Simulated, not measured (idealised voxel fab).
process module | voxel ribs on slabs
cross-section cut | 140 nm wide | cells 5 nm
A cross-section is a grid of square cells, given in bands from the top down. A band is one or more rows of cells.
Each band's line starts with the height of the band's top and of its bottom, in nm. Then come its materials from left to right, each with its width in nm. One material with "throughout" fills the band from edge to edge. "air" is empty space.
Height 0 is the level under which the wafer as received is all one material. The lowest band goes on downwards, as in "0 down".
A width such as "30 to 40" changes by the same amount from each row of cells to the next, from the band's top row to its bottom row.
"no change" after a step means that no cell of the cross-section changed.
closed voids: empty space of 8 cells or more with no open way to the top, each as width x height at its distance from the left edge, in nm
after a step's settings: what the simulator itself notes on the step
overlay nm, on a step with a mask: how far to the right of its planned place the mask lay; to the left if negative
plan
1 op RECEIVE | material Si
2 op DIRECTIONAL_DEP | material SiO2 | thk nm 25
3 op DIRECTIONAL_DEP | material polySi | thk nm 25
4 op MASKED_ETCH | tone cover | mask id RIB | width nm 25 | etch materials polySi | depth nm 20 | overlay nm 0
5 op MASKED_ETCH | tone cover | mask id SLAB | width nm 85 | etch materials polySi | depth nm 5 | overlay nm 0
6 op FILL_DEP | material SiO2 | thk nm 15
7 op CMP | height nm 60
8 op DIRECTIONAL_DEP | material TiN | thk nm 10
9 op MASKED_ETCH | tone cover | mask id HEATER | width nm 35 | etch materials TiN | depth nm 10 | overlay nm 0
10 op CONFORMAL_DEP | material SiO2 | thk nm 5
varied across the wafers: thk nm of step 10. The plan shows the first wafer's value. All wafers start alike
first wafer as received, after step 1
  0 down: Si throughout
  closed voids: none
first wafer at the end, after step 10
  75 to 70: air 45 | SiO2 45 | air 50
  70 to 65: air 45 | SiO2 5 | TiN 35 | SiO2 5 | air 50
  65 to 60: SiO2 50 | TiN 35 | SiO2 55
  60 to 50: SiO2 throughout
  50 to 30: SiO2 55 | polySi 25 | SiO2 60
  30 to 25: SiO2 25 | polySi 85 | SiO2 30
  25 to 0: SiO2 throughout
  0 down: Si throughout
  closed voids: none
last wafer at the end
  90 to 80: air 30 | SiO2 75 | air 35
  80 to 70: SiO2 throughout
  70 to 60: SiO2 50 | TiN 35 | SiO2 55
  60 to 50: SiO2 throughout
  50 to 30: SiO2 55 | polySi 25 | SiO2 60
  30 to 25: SiO2 25 | polySi 85 | SiO2 30
  25 to 0: SiO2 throughout
  0 down: Si throughout
  closed voids: none
each wafer at the end: cells of each material gained (+) or lost (-) since it was received, then its closed voids
thk nm 5 | +331 SiO2 | +14 TiN | +37 polySi | closed voids: none
thk nm 10 | +363 SiO2 | +14 TiN | +37 polySi | closed voids: none
thk nm 15 | +395 SiO2 | +14 TiN | +37 polySi | closed voids: none
thk nm 20 | +427 SiO2 | +14 TiN | +37 polySi | closed voids: none
